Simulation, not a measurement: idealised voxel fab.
Title: Process Module voxel capacitor over wiring
The width of the displayed cross-section, cut, is 225 nm; its cells are square, with a size of 5 nm.
Each cross-section below is a grid of square cells, stated as bands in top-down order, with one or more rows of cells making up each band.
Look at the band entry: it leads with the top's height and the bottom's height in nm. Then it lists the materials left to right, with a width in nm for each. The word "edge to edge" on a single material says that material fills the band edge to edge. The word "blank" is empty space.
Heights are measured from 0, the level below which the as-received wafer is all one material; the lowest band has no bottom and continues downward, written as in "0 -> down".
The notation "30->40" denotes a width that varies across the rows of cells in the band, beginning at the first number in the top row, finishing at the second number in the bottom row, and changing by an identical amount from each row to the next.
Given "nothing changed" for a step, no cell of the cross-section differs between before and after that step.
Entry "Internal closed voids". Content: empty spaces with no open connection to the top, size 8 cells or greater. Each: width x height at distance. Distance: from left edge. Unit: nm.
after a step's settings: what the simulator itself notes on the step
The "overlay nm" setting may appear on a step's line; for a step that uses a mask, it gives how far to the right of its planned position the mask lay, and a negative value indicates the left.
## Below is the list of planned process steps
step 1: RECEIVE,material Si
step 2: CONFORMAL_DEP,material SiO2,thk nm 10
step 3: DIRECTIONAL_DEP,material TiN,thk nm 5
step 4: DIRECTIONAL_DEP,material W,thk nm 25
step 5: DIRECTIONAL_DEP,material aC,thk nm 15
step 6: PATTERN,tone cover,mask id METAL_1,material resist,width nm 20,pitch nm 90,thk nm 30,overlay nm 0
step 7: DIRECTIONAL_ETCH,etch materials aC,depth nm 15
step 8: STRIP,etch materials resist
step 9: DIRECTIONAL_ETCH,etch materials W,depth nm 25
step 10: DIRECTIONAL_ETCH,etch materials TiN,depth nm 5
step 11: STRIP,etch materials aC
step 12: FILL_DEP,material lowk,thk nm 5
step 13: CMP,height nm 40
step 14: CONFORMAL_DEP,material SiCN,thk nm 5
step 15: DIRECTIONAL_DEP,material SiO2,thk nm 15
step 16: DIRECTIONAL_DEP,material aC,thk nm 15
step 17: PATTERN,tone open,mask id PLUG_1,material resist,width nm 15,thk nm 35,overlay nm 0
step 18: DIRECTIONAL_ETCH,etch materials aC,depth nm 15
step 19: STRIP,etch materials resist
step 20: DIRECTIONAL_ETCH,etch materials SiO2,depth nm 15
step 21: DIRECTIONAL_ETCH,etch materials SiCN,depth nm 5
step 22: STRIP,etch materials aC
step 23: EPI,material Ru,thk nm 10
step 24: EPI,material Ru,thk nm 10
step 25: DIRECTIONAL_DEP,material TiN,thk nm 10
step 26: DIRECTIONAL_DEP,material Al2O3,thk nm 5
step 27: DIRECTIONAL_DEP,material TiN,thk nm 5
step 28: DIRECTIONAL_DEP,material aC,thk nm 15
step 29: PATTERN,tone cover,mask id UPPER_PLATE,material resist,width nm 75,thk nm 35,overlay nm 0
step 30: DIRECTIONAL_ETCH,etch materials aC,depth nm 15
step 31: STRIP,etch materials resist
step 32: DIRECTIONAL_ETCH,etch materials TiN,depth nm 5
step 33: DIRECTIONAL_ETCH,etch materials Al2O3,depth nm 5
step 34: STRIP,etch materials aC
step 35: PATTERN,tone cover,mask id LOWER_PLATE,material resist,width nm 85,thk nm 15,overlay nm 0
step 36: DIRECTIONAL_ETCH,etch materials TiN,depth nm 10
step 37: STRIP,etch materials resist
step 38: FILL_DEP,material SiO2,thk nm 15
step 39: CMP,height nm 90
step 40: MASKED_ETCH,tone open,mask id PLUG_2,width nm 15,etch materials SiO2,depth nm 10,overlay nm 0
step 41: CONFORMAL_DEP,material TiN,thk nm 5
step 42: FILL_DEP,material Ru,thk nm 5
step 43: CMP,height nm 90
step 44: CONFORMAL_DEP,material SiCN,thk nm 5
## As received (post step 1): cross-section
- 0 -> down: Si edge to edge
- Internal closed voids: none
## First of two wafers at the end of the module, shown in cross-section; run carried out as planned
- 95 -> 90: SiCN edge to edge
- 90 -> 85: 70 of SiO2, then 5 of TiN, then 5 of Ru, then 5 of TiN, then 140 of SiO2
- 85 -> 75: 70->60 of SiO2, then 15->75 of TiN, then 140->90 of SiO2
- 75 -> 70: 60 of SiO2, then 75 of Al2O3, then 90 of SiO2
- 70 -> 60: 55 of SiO2, then 85 of TiN, then 85 of SiO2
- 60 -> 45: 60 of SiO2, then 15 of Ru, then 150 of SiO2
- 45 -> 40: 60 of SiCN, then 15 of Ru, then 150 of SiCN
- 40 -> 15: 55 of lowk, then 20 of W, then 70 of lowk, then 20 of W, then 60 of lowk
- 15 -> 10: 55 of lowk, then 20 of TiN, then 70 of lowk, then 20 of TiN, then 60 of lowk
- 10 -> 0: SiO2 edge to edge
- 0 -> down: Si edge to edge
- Internal closed voids: none
## Wafer two, end of module, cross-section. Same start, same plan as wafer one. One mistake in the run
- 95 -> 90: SiCN edge to edge
- 90 -> 85: 70 of SiO2, then 5 of TiN, then 5 of Ru, then 5 of TiN, then 140 of SiO2
- 85 -> 75: 70->60 of SiO2, then 15->75 of TiN, then 140->90 of SiO2
- 75 -> 70: 60 of SiO2, then 75 of Al2O3, then 90 of SiO2
- 70 -> 60: 55 of SiO2, then 85 of TiN, then 85 of SiO2
- 60 -> 45: 70 of SiO2, then 15 of Ru, then 140 of SiO2
- 45 -> 40: 70 of SiCN, then 15 of Ru, then 140 of SiCN
- 40 -> 15: 55 of lowk, then 20 of W, then 70 of lowk, then 20 of W, then 60 of lowk
- 15 -> 10: 55 of lowk, then 20 of TiN, then 70 of lowk, then 20 of TiN, then 60 of lowk
- 10 -> 0: SiO2 edge to edge
- 0 -> down: Si edge to edge
- Internal closed voids: none
Which mistake was made when the wafer was run? heads up, step 17 didn't go per plan, it actually ran as PATTERN,tone open,mask id PLUG_1,material resist,width nm 15,thk nm 35,overlay nm 10
Final state: per-material cell counts identical on both wafers; locations differ.
